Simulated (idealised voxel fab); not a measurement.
A process module follows: voxel capacitor over wiring.
Square cell edge 5 nm, section width 190 nm, ID cut.
Cross-section = grid of square cells, listed top down in bands; band = one or more rows.
Basically the band line says how high the top is and how high the bottom is, in nm, and then what's in it from left to right, every material with its width in nm. Empty space shows up as "blank", and if a single material carries "everywhere" it runs the full band edge to edge.
We count height from 0. Below that, the starting wafer is all one material. The lowest band never ends at the bottom but goes on down; see "0 and below" for how that is written.
Think of "30->40" as a width that walks from the first number to the second as you go down the band, top row to bottom row, taking equal-sized steps from row to row.
"remained unchanged" means the step left every cell of the cross-section as it was.
What "Closed void register" gives you is every empty space of 8 cells or more that is cut off from the top. Each appears as width x height at distance, with the distance taken from the left edge and width, height and distance all in nm.
It should be noted that, on the line of a given step, the content following the step's settings is a remark produced by the simulator itself with respect to that step.
When a step includes a mask, the "overlay nm" setting on its line states how far to the right of its planned place that mask lay, and negative values state how far to the left.
# Intended process steps
- 1: RECEIVE (material Si)
- 2: CONFORMAL_DEP (material SiO2; thk nm 10)
- 3: CONFORMAL_DEP (material SiN; thk nm 5)
- 4: DIRECTIONAL_DEP (material lowk; thk nm 25)
- 5: PATTERN (tone open; mask id METAL_1; material resist; width nm 30; pitch nm 80; thk nm 20; overlay nm 0)
- 6: DIRECTIONAL_ETCH (etch materials lowk; depth nm 25)
- 7: DIRECTIONAL_ETCH (etch materials SiN; depth nm 5)
- 8: STRIP (etch materials resist)
- 9: CONFORMAL_DEP (material TiN; thk nm 5)
- 10: FILL_DEP (material Cu; thk nm 5)
- 11: CMP (height nm 40)
- 12: CONFORMAL_DEP (material SiCN; thk nm 5)
- 13: DIRECTIONAL_DEP (material lowk; thk nm 10)
- 14: MASKED_ETCH (tone open; mask id PLUG_1; width nm 15; etch materials lowk; depth nm 10; overlay nm 0)
- 15: MASKED_ETCH (tone open; mask id PLUG_1; width nm 15; etch materials SiCN; depth nm 5; overlay nm 0)
- 16: CONFORMAL_DEP (material TiN; thk nm 5)
- 17: FILL_DEP (material Ru; thk nm 10)
- 18: CMP (height nm 55)
- 19: DIRECTIONAL_DEP (material TiN; thk nm 5)
- 20: DIRECTIONAL_DEP (material SiN; thk nm 5)
- 21: DIRECTIONAL_DEP (material TiN; thk nm 10)
- 22: MASKED_ETCH (tone cover; mask id UPPER_PLATE; width nm 55; etch materials TiN; depth nm 10; overlay nm 0)
- 23: MASKED_ETCH (tone cover; mask id UPPER_PLATE; width nm 55; etch materials SiN; depth nm 5; overlay nm 0)
- 24: MASKED_ETCH (tone cover; mask id LOWER_PLATE; width nm 65; etch materials TiN; depth nm 5; overlay nm 0)
- 25: FILL_DEP (material SiO2; thk nm 15)
- 26: CMP (height nm 85)
- 27: MASKED_ETCH (tone open; mask id PLUG_2; width nm 15; etch materials SiO2; depth nm 10; overlay nm 0)
- 28: CONFORMAL_DEP (material TiN; thk nm 5)
- 29: FILL_DEP (material Ru; thk nm 10)
- 30: CMP (height nm 85)
- 31: CONFORMAL_DEP (material SiN; thk nm 5)
# So, the first of our two wafers, run just as we planned it
# Cross-sectional view of the wafer in its as-received condition, corresponding to the state after step 1
	0 and below: Si everywhere
	Closed void register: none
# after step 2
	10 down to 0: SiO2 everywhere
	For the remainder of the cross-section, below 0, there is no change.
# after step 3
	15 down to 10: SiN everywhere
	For the remainder of the cross-section, below 10, there is no change.
# after step 4
	40 down to 15: lowk everywhere
	For the remainder of the cross-section, below 15, there is no change.
# after step 5
	60 down to 40: resist 40 nm, then blank 30 nm, then resist 50 nm, then blank 30 nm, then resist 40 nm
	For the remainder of the cross-section, below 40, there is no change.
# after step 6
	60 down to 40: resist 40 nm, then blank 30 nm, then resist 50 nm, then blank 30 nm, then resist 40 nm
	40 down to 15: lowk 40 nm, then blank 30 nm, then lowk 50 nm, then blank 30 nm, then lowk 40 nm
	For the remainder of the cross-section, below 15, there is no change.
# after step 7
	60 down to 40: resist 40 nm, then blank 30 nm, then resist 50 nm, then blank 30 nm, then resist 40 nm
	40 down to 15: lowk 40 nm, then blank 30 nm, then lowk 50 nm, then blank 30 nm, then lowk 40 nm
	15 down to 10: SiN 40 nm, then blank 30 nm, then SiN 50 nm, then blank 30 nm, then SiN 40 nm
	For the remainder of the cross-section, below 10, there is no change.
# after step 8
	40 down to 15: lowk 40 nm, then blank 30 nm, then lowk 50 nm, then blank 30 nm, then lowk 40 nm
	For the remainder of the cross-section, below 15, there is no change.
# after step 9
	45 down to 40: TiN 45 nm, then blank 20 nm, then TiN 60 nm, then blank 20 nm, then TiN 45 nm
	40 down to 15: lowk 40 nm, then TiN 5 nm, then blank 20 nm, then TiN 5 nm, then lowk 50 nm, then TiN 5 nm, then blank 20 nm, then TiN 5 nm, then lowk 40 nm
	15 down to 10: SiN 40 nm, then TiN 30 nm, then SiN 50 nm, then TiN 30 nm, then SiN 40 nm
	For the remainder of the cross-section, below 10, there is no change.
# after step 10
	50 down to 45: Cu everywhere
	45 down to 40: TiN 45 nm, then Cu 20 nm, then TiN 60 nm, then Cu 20 nm, then TiN 45 nm
	40 down to 15: lowk 40 nm, then TiN 5 nm, then Cu 20 nm, then TiN 5 nm, then lowk 50 nm, then TiN 5 nm, then Cu 20 nm, then TiN 5 nm, then lowk 40 nm
	For the remainder of the cross-section, below 15, there is no change.
# after step 11
	40 down to 15: lowk 40 nm, then TiN 5 nm, then Cu 20 nm, then TiN 5 nm, then lowk 50 nm, then TiN 5 nm, then Cu 20 nm, then TiN 5 nm, then lowk 40 nm
	For the remainder of the cross-section, below 15, there is no change.
# after step 12
	45 down to 40: SiCN everywhere
	For the remainder of the cross-section, below 40, there is no change.
# after step 13
	55 down to 45: lowk everywhere
	For the remainder of the cross-section, below 45, there is no change.
# after step 14
	55 down to 45: lowk 55 nm, then blank 15 nm, then lowk 120 nm
	For the remainder of the cross-section, below 45, there is no change.
# after step 15
	55 down to 45: lowk 55 nm, then blank 15 nm, then lowk 120 nm
	45 down to 40: SiCN 55 nm, then blank 15 nm, then SiCN 120 nm
	For the remainder of the cross-section, below 40, there is no change.
# after step 16
	60 down to 55: TiN 60 nm, then blank 5 nm, then TiN 125 nm
	55 down to 45: lowk 55 nm, then TiN 5 nm, then blank 5 nm, then TiN 5 nm, then lowk 120 nm
	45 down to 40: SiCN 55 nm, then TiN 15 nm, then SiCN 120 nm
	For the remainder of the cross-section, below 40, there is no change.
# after step 17
	70 down to 60: Ru everywhere
	60 down to 55: TiN 60 nm, then Ru 5 nm, then TiN 125 nm
	55 down to 45: lowk 55 nm, then TiN 5 nm, then Ru 5 nm, then TiN 5 nm, then lowk 120 nm
	For the remainder of the cross-section, below 45, there is no change.
# after step 18
	55 down to 45: lowk 55 nm, then TiN 5 nm, then Ru 5 nm, then TiN 5 nm, then lowk 120 nm
	For the remainder of the cross-section, below 45, there is no change.
# after step 19
	60 down to 55: TiN everywhere
	For the remainder of the cross-section, below 55, there is no change.
# after step 20
	65 down to 60: SiN everywhere
	For the remainder of the cross-section, below 60, there is no change.
# after step 21
	75 down to 65: TiN everywhere
	For the remainder of the cross-section, below 65, there is no change.
# after step 22
	75 down to 65: blank 55 nm, then TiN 55 nm, then blank 80 nm
	For the remainder of the cross-section, below 65, there is no change.
# after step 23
	75 down to 65: blank 55 nm, then TiN 55 nm, then blank 80 nm
	65 down to 60: blank 55 nm, then SiN 55 nm, then blank 80 nm
	For the remainder of the cross-section, below 60, there is no change.
# after step 24
	75 down to 65: blank 55 nm, then TiN 55 nm, then blank 80 nm
	65 down to 60: blank 55 nm, then SiN 55 nm, then blank 80 nm
	60 down to 55: blank 50 nm, then TiN 65 nm, then blank 75 nm
	For the remainder of the cross-section, below 55, there is no change.
# after step 25
	90 down to 75: SiO2 everywhere
	75 down to 65: SiO2 55 nm, then TiN 55 nm, then SiO2 80 nm
	65 down to 60: SiO2 55 nm, then SiN 55 nm, then SiO2 80 nm
	60 down to 55: SiO2 50 nm, then TiN 65 nm, then SiO2 75 nm
	For the remainder of the cross-section, below 55, there is no change.
# after step 26
	85 down to 75: SiO2 everywhere
	For the remainder of the cross-section, below 75, there is no change.
# after step 27
	85 down to 75: SiO2 65 nm, then blank 15 nm, then SiO2 110 nm
	For the remainder of the cross-section, below 75, there is no change.
# after step 28
	90 down to 85: TiN 70 nm, then blank 5 nm, then TiN 115 nm
	85 down to 80: SiO2 65 nm, then TiN 5 nm, then blank 5 nm, then TiN 5 nm, then SiO2 110 nm
	80 down to 75: SiO2 65 nm, then TiN 15 nm, then SiO2 110 nm
	For the remainder of the cross-section, below 75, there is no change.
# after step 29
	100 down to 90: Ru everywhere
	90 down to 85: TiN 70 nm, then Ru 5 nm, then TiN 115 nm
	85 down to 80: SiO2 65 nm, then TiN 5 nm, then Ru 5 nm, then TiN 5 nm, then SiO2 110 nm
	For the remainder of the cross-section, below 80, there is no change.
# after step 30
	85 down to 80: SiO2 65 nm, then TiN 5 nm, then Ru 5 nm, then TiN 5 nm, then SiO2 110 nm
	For the remainder of the cross-section, below 80, there is no change.
# after step 31
	90 down to 85: SiN everywhere
	For the remainder of the cross-section, below 85, there is no change.
# Second wafer: same start and same plan as the first, one execution error; identical to the first through step 23
# Second wafer: cross-section at the scheduled end of step 24
	75 down to 65: blank 60->55 nm, then TiN 50->55 nm, then blank 80 nm
	65 down to 60: blank 55 nm, then SiN 55 nm, then blank 80 nm
	60 down to 55: blank 55 nm, then TiN 70 nm, then blank 65 nm
	For the remainder of the cross-section, below 55, there is no change.
# Second wafer: cross-section at the scheduled end of step 25
	90 down to 75: SiO2 everywhere
	75 down to 65: SiO2 60->55 nm, then TiN 50->55 nm, then SiO2 80 nm
	65 down to 60: SiO2 55 nm, then SiN 55 nm, then SiO2 80 nm
	60 down to 55: SiO2 55 nm, then TiN 70 nm, then SiO2 65 nm
	For the remainder of the cross-section, below 55, there is no change.
# Second wafer: cross-section at the scheduled end of step 26
	85 down to 75: SiO2 everywhere
	For the remainder of the cross-section, below 75, there is no change.
# Second wafer: cross-section at the scheduled end of step 27
	85 down to 75: SiO2 65 nm, then blank 15 nm, then SiO2 110 nm
	For the remainder of the cross-section, below 75, there is no change.
# Second wafer: cross-section at the scheduled end of step 28
	90 down to 85: TiN 70 nm, then blank 5 nm, then TiN 115 nm
	85 down to 80: SiO2 65 nm, then TiN 5 nm, then blank 5 nm, then TiN 5 nm, then SiO2 110 nm
	80 down to 70: SiO2 65->60 nm, then TiN 15->50 nm, then SiO2 110->80 nm
	For the remainder of the cross-section, below 70, there is no change.
# Second wafer: cross-section at the scheduled end of step 29
	100 down to 90: Ru everywhere
	90 down to 85: TiN 70 nm, then Ru 5 nm, then TiN 115 nm
	85 down to 80: SiO2 65 nm, then TiN 5 nm, then Ru 5 nm, then TiN 5 nm, then SiO2 110 nm
	For the remainder of the cross-section, below 80, there is no change.
# Second wafer: cross-section at the scheduled end of step 30
	85 down to 80: SiO2 65 nm, then TiN 5 nm, then Ru 5 nm, then TiN 5 nm, then SiO2 110 nm
	For the remainder of the cross-section, below 80, there is no change.
# Second wafer: cross-section at the scheduled end of step 31
	90 down to 85: SiN everywhere
	For the remainder of the cross-section, below 85, there is no change.
Finding, execution versus plan: step 24 ran differently from the plan; actual operation with settings: MASKED_ETCH (tone cover; mask id LOWER_PLATE; width nm 65; etch materials TiN; depth nm 5; overlay nm 10)
Cell counts per material: same on both final wafers. Positions: different.
